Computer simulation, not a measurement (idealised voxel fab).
Process module in this document: voxel wiring stack
Shown is cross-section cut, with a width of 210 nm and square cells of size 5 nm.
A cross-section is written here as square cells arranged in a grid, and it is given in bands from the top down, each band taking up one or more rows of cells. Quick guide to a band line: top height, bottom height (nm) up front; then every material left to right with its width in nm. Only one material and it's marked "all across"? Then it fills the band edge to edge. And "blank" just means empty space. The level at which height equals 0 is the one under which the wafer, as it arrives, is entirely one material. No lower edge exists for the bottom band, which continues downward and is notated as in "z 0 and below". The two numbers in a width such as "30 to 40" mark its ends across the band: the first belongs to the top row of cells, the second to the bottom row, and from each row to the next the width moves by the same amount. Key: "no modification" - step with no changed cell in the cross-section. Any empty space of 8 cells or more lacking an open way to the top shows up in "Unvented cavities" as width x height at distance, distance from the left edge, in nm. Heads up: the bit after the settings on a step's line is the simulator's remark on that step. The line of a step may include "overlay nm". On a step with a mask, this value is how far to the right of its planned place the mask lay. A negative value means the mask lay to the left.

### The following list gives the planned process steps
1) RECEIVE,material Si
2) CONFORMAL_DEP,material SiO2,thk nm 10
3) DIRECTIONAL_DEP,material TiN,thk nm 5
4) DIRECTIONAL_DEP,material W,thk nm 25
5) PATTERN,tone cover,mask id METAL_1,material resist,width nm 30,pitch nm 55,thk nm 15,overlay nm 0
6) DIRECTIONAL_ETCH,etch materials W,depth nm 25
7) DIRECTIONAL_ETCH,etch materials TiN,depth nm 5
8) STRIP,etch materials resist
9) FILL_DEP,material lowk,thk nm 5
10) CMP,height nm 40
11) CONFORMAL_DEP,material SiCN,thk nm 5
12) DIRECTIONAL_DEP,material lowk,thk nm 10
13) DIRECTIONAL_DEP,material aC,thk nm 15
14) PATTERN,tone open,mask id PLUG_1,material resist,width nm 15,pitch nm 55,thk nm 30,overlay nm 0
15) DIRECTIONAL_ETCH,etch materials aC,depth nm 15
16) STRIP,etch materials resist
17) DIRECTIONAL_ETCH,etch materials lowk,depth nm 10
18) DIRECTIONAL_ETCH,etch materials SiCN,depth nm 5
19) STRIP,etch materials aC
20) EPI,material Ru,thk nm 10
21) EPI,material Ru,thk nm 5
22) CONFORMAL_DEP,material SiCN,thk nm 5
23) DIRECTIONAL_DEP,material SiO2,thk nm 25
24) DIRECTIONAL_DEP,material aC,thk nm 10
25) PATTERN,tone open,mask id METAL_2,material resist,width nm 30,pitch nm 55,thk nm 25,overlay nm 0
26) DIRECTIONAL_ETCH,etch materials aC,depth nm 10
27) STRIP,etch materials resist
28) DIRECTIONAL_ETCH,etch materials SiO2,depth nm 25
29) DIRECTIONAL_ETCH,etch materials SiCN,depth nm 5
30) STRIP,etch materials aC
31) CONFORMAL_DEP,material TiN,thk nm 5
32) FILL_DEP,material W,thk nm 5
33) CMP,height nm 85
34) CONFORMAL_DEP,material SiN,thk nm 5

### So, the first of our two wafers, run just as we planned it

### As-received wafer cross-section (after step 1)
- z 0 and below  Si all across
- Unvented cavities: none

### How the wafer stands in section after step 2
- z 10 to 0  SiO2 all across
- Whatever lies below 0 is exactly as it was before.

### How the wafer stands in section after step 3
- z 15 to 10  TiN all across
- Whatever lies below 10 is exactly as it was before.

### How the wafer stands in section after step 4
- z 40 to 15  W all across
- Whatever lies below 15 is exactly as it was before.

### How the wafer stands in section after step 5
- z 55 to 40  35 of blank, then 30 of resist, then 25 of blank, then 30 of resist, then 25 of blank, then 30 of resist, then 35 of blank
- Whatever lies below 40 is exactly as it was before.

### How the wafer stands in section after step 6
- z 55 to 40  35 of blank, then 30 of resist, then 25 of blank, then 30 of resist, then 25 of blank, then 30 of resist, then 35 of blank
- z 40 to 15  35 of blank, then 30 of W, then 25 of blank, then 30 of W, then 25 of blank, then 30 of W, then 35 of blank
- Whatever lies below 15 is exactly as it was before.

### How the wafer stands in section after step 7
- z 55 to 40  35 of blank, then 30 of resist, then 25 of blank, then 30 of resist, then 25 of blank, then 30 of resist, then 35 of blank
- z 40 to 15  35 of blank, then 30 of W, then 25 of blank, then 30 of W, then 25 of blank, then 30 of W, then 35 of blank
- z 15 to 10  35 of blank, then 30 of TiN, then 25 of blank, then 30 of TiN, then 25 of blank, then 30 of TiN, then 35 of blank
- Whatever lies below 10 is exactly as it was before.

### How the wafer stands in section after step 8
- z 40 to 15  35 of blank, then 30 of W, then 25 of blank, then 30 of W, then 25 of blank, then 30 of W, then 35 of blank
- Whatever lies below 15 is exactly as it was before.

### How the wafer stands in section after step 9
- z 45 to 40  lowk all across
- z 40 to 15  35 of lowk, then 30 of W, then 25 of lowk, then 30 of W, then 25 of lowk, then 30 of W, then 35 of lowk
- z 15 to 10  35 of lowk, then 30 of TiN, then 25 of lowk, then 30 of TiN, then 25 of lowk, then 30 of TiN, then 35 of lowk
- Whatever lies below 10 is exactly as it was before.

### How the wafer stands in section after step 10
- z 40 to 15  35 of lowk, then 30 of W, then 25 of lowk, then 30 of W, then 25 of lowk, then 30 of W, then 35 of lowk
- Whatever lies below 15 is exactly as it was before.

### How the wafer stands in section after step 11
- z 45 to 40  SiCN all across
- Whatever lies below 40 is exactly as it was before.

### How the wafer stands in section after step 12
- z 55 to 45  lowk all across
- Whatever lies below 45 is exactly as it was before.

### How the wafer stands in section after step 13
- z 70 to 55  aC all across
- Whatever lies below 55 is exactly as it was before.

### How the wafer stands in section after step 14
- z 100 to 70  35 of resist, then 15 of blank, then 40 of resist, then 15 of blank, then 40 of resist, then 15 of blank, then 50 of resist
- Whatever lies below 70 is exactly as it was before.

### How the wafer stands in section after step 15
- z 85 to 70  35 of resist, then 15 of blank, then 40 of resist, then 15 of blank, then 40 of resist, then 15 of blank, then 50 of resist
- z 70 to 55  35 of aC, then 15 of blank, then 40 of aC, then 15 of blank, then 40 of aC, then 15 of blank, then 50 of aC
- Whatever lies below 55 is exactly as it was before.

### How the wafer stands in section after step 16
- z 70 to 55  35 of aC, then 15 of blank, then 40 of aC, then 15 of blank, then 40 of aC, then 15 of blank, then 50 of aC
- Whatever lies below 55 is exactly as it was before.

### How the wafer stands in section after step 17
- z 70 to 55  35 of aC, then 15 of blank, then 40 of aC, then 15 of blank, then 40 of aC, then 15 of blank, then 50 of aC
- z 55 to 45  35 of lowk, then 15 of blank, then 40 of lowk, then 15 of blank, then 40 of lowk, then 15 of blank, then 50 of lowk
- Whatever lies below 45 is exactly as it was before.

### How the wafer stands in section after step 18
- z 70 to 55  35 of aC, then 15 of blank, then 40 of aC, then 15 of blank, then 40 of aC, then 15 of blank, then 50 of aC
- z 55 to 45  35 of lowk, then 15 of blank, then 40 of lowk, then 15 of blank, then 40 of lowk, then 15 of blank, then 50 of lowk
- z 45 to 40  35 of SiCN, then 15 of blank, then 40 of SiCN, then 15 of blank, then 40 of SiCN, then 15 of blank, then 50 of SiCN
- Whatever lies below 40 is exactly as it was before.

### How the wafer stands in section after step 19
- z 55 to 45  35 of lowk, then 15 of blank, then 40 of lowk, then 15 of blank, then 40 of lowk, then 15 of blank, then 50 of lowk
- Whatever lies below 45 is exactly as it was before.

### How the wafer stands in section after step 20
- z 55 to 50  35 of lowk, then 15 of blank, then 40 of lowk, then 15 of blank, then 40 of lowk, then 15 of blank, then 50 of lowk
- z 50 to 45  35 of lowk, then 15 of Ru, then 40 of lowk, then 15 of Ru, then 40 of lowk, then 15 of Ru, then 50 of lowk
- z 45 to 40  35 of SiCN, then 15 of Ru, then 40 of SiCN, then 15 of Ru, then 40 of SiCN, then 15 of Ru, then 50 of SiCN
- Whatever lies below 40 is exactly as it was before.

### How the wafer stands in section after step 21
- z 55 to 45  35 of lowk, then 15 of Ru, then 40 of lowk, then 15 of Ru, then 40 of lowk, then 15 of Ru, then 50 of lowk
- Whatever lies below 45 is exactly as it was before.

### How the wafer stands in section after step 22
- z 60 to 55  SiCN all across
- Whatever lies below 55 is exactly as it was before.

### How the wafer stands in section after step 23
- z 85 to 60  SiO2 all across
- Whatever lies below 60 is exactly as it was before.

### How the wafer stands in section after step 24
- z 95 to 85  aC all across
- Whatever lies below 85 is exactly as it was before.

### How the wafer stands in section after step 25
- z 120 to 95  35 of resist, then 30 of blank, then 25 of resist, then 30 of blank, then 25 of resist, then 30 of blank, then 35 of resist
- Whatever lies below 95 is exactly as it was before.

### How the wafer stands in section after step 26
- z 110 to 95  35 of resist, then 30 of blank, then 25 of resist, then 30 of blank, then 25 of resist, then 30 of blank, then 35 of resist
- z 95 to 85  35 of aC, then 30 of blank, then 25 of aC, then 30 of blank, then 25 of aC, then 30 of blank, then 35 of aC
- Whatever lies below 85 is exactly as it was before.

### How the wafer stands in section after step 27
- z 95 to 85  35 of aC, then 30 of blank, then 25 of aC, then 30 of blank, then 25 of aC, then 30 of blank, then 35 of aC
- Whatever lies below 85 is exactly as it was before.

### How the wafer stands in section after step 28
- z 95 to 85  35 of aC, then 30 of blank, then 25 of aC, then 30 of blank, then 25 of aC, then 30 of blank, then 35 of aC
- z 85 to 60  35 of SiO2, then 30 of blank, then 25 of SiO2, then 30 of blank, then 25 of SiO2, then 30 of blank, then 35 of SiO2
- Whatever lies below 60 is exactly as it was before.

### How the wafer stands in section after step 29
- z 95 to 85  35 of aC, then 30 of blank, then 25 of aC, then 30 of blank, then 25 of aC, then 30 of blank, then 35 of aC
- z 85 to 60  35 of SiO2, then 30 of blank, then 25 of SiO2, then 30 of blank, then 25 of SiO2, then 30 of blank, then 35 of SiO2
- z 60 to 55  35 of SiCN, then 30 of blank, then 25 of SiCN, then 30 of blank, then 25 of SiCN, then 30 of blank, then 35 of SiCN
- Whatever lies below 55 is exactly as it was before.

### How the wafer stands in section after step 30
- z 85 to 60  35 of SiO2, then 30 of blank, then 25 of SiO2, then 30 of blank, then 25 of SiO2, then 30 of blank, then 35 of SiO2
- Whatever lies below 60 is exactly as it was before.

### How the wafer stands in section after step 31
- z 90 to 85  40 of TiN, then 20 of blank, then 35 of TiN, then 20 of blank, then 35 of TiN, then 20 of blank, then 40 of TiN
- z 85 to 60  35 of SiO2, then 5 of TiN, then 20 of blank, then 5 of TiN, then 25 of SiO2, then 5 of TiN, then 20 of blank, then 5 of TiN, then 25 of SiO2, then 5 of TiN, then 20 of blank, then 5 of TiN, then 35 of SiO2
- z 60 to 55  35 of SiCN, then 30 of TiN, then 25 of SiCN, then 30 of TiN, then 25 of SiCN, then 30 of TiN, then 35 of SiCN
- Whatever lies below 55 is exactly as it was before.

### How the wafer stands in section after step 32
- z 95 to 90  W all across
- z 90 to 85  40 of TiN, then 20 of W, then 35 of TiN, then 20 of W, then 35 of TiN, then 20 of W, then 40 of TiN
- z 85 to 60  35 of SiO2, then 5 of TiN, then 20 of W, then 5 of TiN, then 25 of SiO2, then 5 of TiN, then 20 of W, then 5 of TiN, then 25 of SiO2, then 5 of TiN, then 20 of W, then 5 of TiN, then 35 of SiO2
- Whatever lies below 60 is exactly as it was before.

### How the wafer stands in section after step 33
- z 85 to 60  35 of SiO2, then 5 of TiN, then 20 of W, then 5 of TiN, then 25 of SiO2, then 5 of TiN, then 20 of W, then 5 of TiN, then 25 of SiO2, then 5 of TiN, then 20 of W, then 5 of TiN, then 35 of SiO2
- Whatever lies below 60 is exactly as it was before.

### How the wafer stands in section after step 34
- z 90 to 85  SiN all across
- Whatever lies below 85 is exactly as it was before.

### Wafer two: like wafer one in start and plan, but with one mistake in execution; identical up to and including step 19

### Second wafer cross-section, taken as of the time the plan sets for step 20 to be done
- z 60 to 55  30 of blank, then 25 of Ru, then 30 of blank, then 25 of Ru, then 30 of blank, then 25 of Ru, then 45 of blank
- z 55 to 45  35 of lowk, then 15 of Ru, then 40 of lowk, then 15 of Ru, then 40 of lowk, then 15 of Ru, then 50 of lowk
- z 45 to 40  35 of SiCN, then 15 of Ru, then 40 of SiCN, then 15 of Ru, then 40 of SiCN, then 15 of Ru, then 50 of SiCN
- Whatever lies below 40 is exactly as it was before.

### Second wafer cross-section, taken as of the time the plan sets for step 21 to be done
- z 65 to 55  25 of blank, then 35 of Ru, then 20 of blank, then 35 of Ru, then 20 of blank, then 35 of Ru, then 40 of blank
- Whatever lies below 55 is exactly as it was before.

### Second wafer cross-section, taken as of the time the plan sets for step 22 to be done
- z 70 to 65  20 of blank, then 45 of SiCN, then 10 of blank, then 45 of SiCN, then 10 of blank, then 45 of SiCN, then 35 of blank
- z 65 to 60  20 of blank, then 5 of SiCN, then 35 of Ru, then 5 of SiCN, then 10 of blank, then 5 of SiCN, then 35 of Ru, then 5 of SiCN, then 10 of blank, then 5 of SiCN, then 35 of Ru, then 5 of SiCN, then 35 of blank
- z 60 to 55  25 of SiCN, then 35 of Ru, then 20 of SiCN, then 35 of Ru, then 20 of SiCN, then 35 of Ru, then 40 of SiCN
- Whatever lies below 55 is exactly as it was before.

### Second wafer cross-section, taken as of the time the plan sets for step 23 to be done
- z 95 to 85  20 of blank, then 45 of SiO2, then 10 of blank, then 45 of SiO2, then 10 of blank, then 45 of SiO2, then 35 of blank
- z 85 to 70  SiO2 all across
- z 70 to 65  20 of SiO2, then 45 of SiCN, then 10 of SiO2, then 45 of SiCN, then 10 of SiO2, then 45 of SiCN, then 35 of SiO2
- z 65 to 60  20 of SiO2, then 5 of SiCN, then 35 of Ru, then 5 of SiCN, then 10 of SiO2, then 5 of SiCN, then 35 of Ru, then 5 of SiCN, then 10 of SiO2, then 5 of SiCN, then 35 of Ru, then 5 of SiCN, then 35 of SiO2
- Whatever lies below 60 is exactly as it was before.

### Second wafer cross-section, taken as of the time the plan sets for step 24 to be done
- z 105 to 95  20 of blank, then 45 of aC, then 10 of blank, then 45 of aC, then 10 of blank, then 45 of aC, then 35 of blank
- z 95 to 85  20 of aC, then 45 of SiO2, then 10 of aC, then 45 of SiO2, then 10 of aC, then 45 of SiO2, then 35 of aC
- Whatever lies below 85 is exactly as it was before.

### Second wafer cross-section, taken as of the time the plan sets for step 25 to be done
- z 130 to 105  35 of resist, then 30 of blank, then 25 of resist, then 30 of blank, then 25 of resist, then 30 of blank, then 35 of resist
- z 105 to 95  20 of resist, then 45 of aC, then 10 of resist, then 45 of aC, then 10 of resist, then 45 of aC, then 35 of resist
- Whatever lies below 95 is exactly as it was before.

### Second wafer cross-section, taken as of the time the plan sets for step 26 to be done
- z 120 to 105  35 of resist, then 30 of blank, then 25 of resist, then 30 of blank, then 25 of resist, then 30 of blank, then 35 of resist
- z 105 to 95  20 of resist, then 15 of aC, then 30 of blank, then 10 of resist, then 15 of aC, then 30 of blank, then 10 of resist, then 15 of aC, then 30 of blank, then 35 of resist
- Whatever lies below 95 is exactly as it was before.

### Second wafer cross-section, taken as of the time the plan sets for step 27 to be done
- z 105 to 95  20 of blank, then 15 of aC, then 40 of blank, then 15 of aC, then 40 of blank, then 15 of aC, then 65 of blank
- Whatever lies below 95 is exactly as it was before.

### Second wafer cross-section, taken as of the time the plan sets for step 28 to be done
- z 105 to 95  20 of blank, then 15 of aC, then 40 of blank, then 15 of aC, then 40 of blank, then 15 of aC, then 65 of blank
- z 95 to 85  20 of aC, then 15 of SiO2, then 30 of blank, then 10 of aC, then 15 of SiO2, then 30 of blank, then 10 of aC, then 15 of SiO2, then 30 of blank, then 35 of aC
- z 85 to 70  35 of SiO2, then 30 of blank, then 25 of SiO2, then 30 of blank, then 25 of SiO2, then 30 of blank, then 35 of SiO2
- Whatever lies below 70 is exactly as it was before.

### Second wafer cross-section, taken as of the time the plan sets for step 29 to be done
- z 105 to 95  20 of blank, then 15 of aC, then 40 of blank, then 15 of aC, then 40 of blank, then 15 of aC, then 65 of blank
- z 95 to 85  20 of aC, then 15 of SiO2, then 30 of blank, then 10 of aC, then 15 of SiO2, then 30 of blank, then 10 of aC, then 15 of SiO2, then 30 of blank, then 35 of aC
- z 85 to 70  35 of SiO2, then 30 of blank, then 25 of SiO2, then 30 of blank, then 25 of SiO2, then 30 of blank, then 35 of SiO2
- z 70 to 65  20 of SiO2, then 15 of SiCN, then 30 of blank, then 10 of SiO2, then 15 of SiCN, then 30 of blank, then 10 of SiO2, then 15 of SiCN, then 30 of blank, then 35 of SiO2
- Whatever lies below 65 is exactly as it was before.

### Second wafer cross-section, taken as of the time the plan sets for step 30 to be done
- z 95 to 85  20 of blank, then 15 of SiO2, then 40 of blank, then 15 of SiO2, then 40 of blank, then 15 of SiO2, then 65 of blank
- Whatever lies below 85 is exactly as it was before.

### Second wafer cross-section, taken as of the time the plan sets for step 31 to be done
- z 100 to 95  15 of blank, then 25 of TiN, then 30 of blank, then 25 of TiN, then 30 of blank, then 25 of TiN, then 60 of blank
- z 95 to 90  15 of blank, then 5 of TiN, then 15 of SiO2, then 5 of TiN, then 30 of blank, then 5 of TiN, then 15 of SiO2, then 5 of TiN, then 30 of blank, then 5 of TiN, then 15 of SiO2, then 5 of TiN, then 60 of blank
- z 90 to 85  20 of TiN, then 15 of SiO2, then 5 of TiN, then 20 of blank, then 15 of TiN, then 15 of SiO2, then 5 of TiN, then 20 of blank, then 15 of TiN, then 15 of SiO2, then 5 of TiN, then 20 of blank, then 40 of TiN
- z 85 to 70  35 of SiO2, then 5 of TiN, then 20 of blank, then 5 of TiN, then 25 of SiO2, then 5 of TiN, then 20 of blank, then 5 of TiN, then 25 of SiO2, then 5 of TiN, then 20 of blank, then 5 of TiN, then 35 of SiO2
- z 70 to 65  20 of SiO2, then 15 of SiCN, then 30 of TiN, then 10 of SiO2, then 15 of SiCN, then 30 of TiN, then 10 of SiO2, then 15 of SiCN, then 30 of TiN, then 35 of SiO2
- Whatever lies below 65 is exactly as it was before.

### Second wafer cross-section, taken as of the time the plan sets for step 32 to be done
- z 105 to 100  W all across
- z 100 to 95  15 of W, then 25 of TiN, then 30 of W, then 25 of TiN, then 30 of W, then 25 of TiN, then 60 of W
- z 95 to 90  15 of W, then 5 of TiN, then 15 of SiO2, then 5 of TiN, then 30 of W, then 5 of TiN, then 15 of SiO2, then 5 of TiN, then 30 of W, then 5 of TiN, then 15 of SiO2, then 5 of TiN, then 60 of W
- z 90 to 85  20 of TiN, then 15 of SiO2, then 5 of TiN, then 20 of W, then 15 of TiN, then 15 of SiO2, then 5 of TiN, then 20 of W, then 15 of TiN, then 15 of SiO2, then 5 of TiN, then 20 of W, then 40 of TiN
- z 85 to 70  35 of SiO2, then 5 of TiN, then 20 of W, then 5 of TiN, then 25 of SiO2, then 5 of TiN, then 20 of W, then 5 of TiN, then 25 of SiO2, then 5 of TiN, then 20 of W, then 5 of TiN, then 35 of SiO2
- Whatever lies below 70 is exactly as it was before.

### Second wafer cross-section, taken as of the time the plan sets for step 33 to be done
- z 85 to 70  35 of SiO2, then 5 of TiN, then 20 of W, then 5 of TiN, then 25 of SiO2, then 5 of TiN, then 20 of W, then 5 of TiN, then 25 of SiO2, then 5 of TiN, then 20 of W, then 5 of TiN, then 35 of SiO2
- Whatever lies below 70 is exactly as it was before.

### Second wafer cross-section, taken as of the time the plan sets for step 34 to be done
- z 90 to 85  SiN all across
- Whatever lies below 85 is exactly as it was before.
Error vs. plan: step 20 from the plan got run twice
Cell-count delta at end, second wafer over first, by material: Ru: 42 more | SiCN: 12 more | SiO2: 18 fewer | TiN: 12 fewer | W: 24 fewer
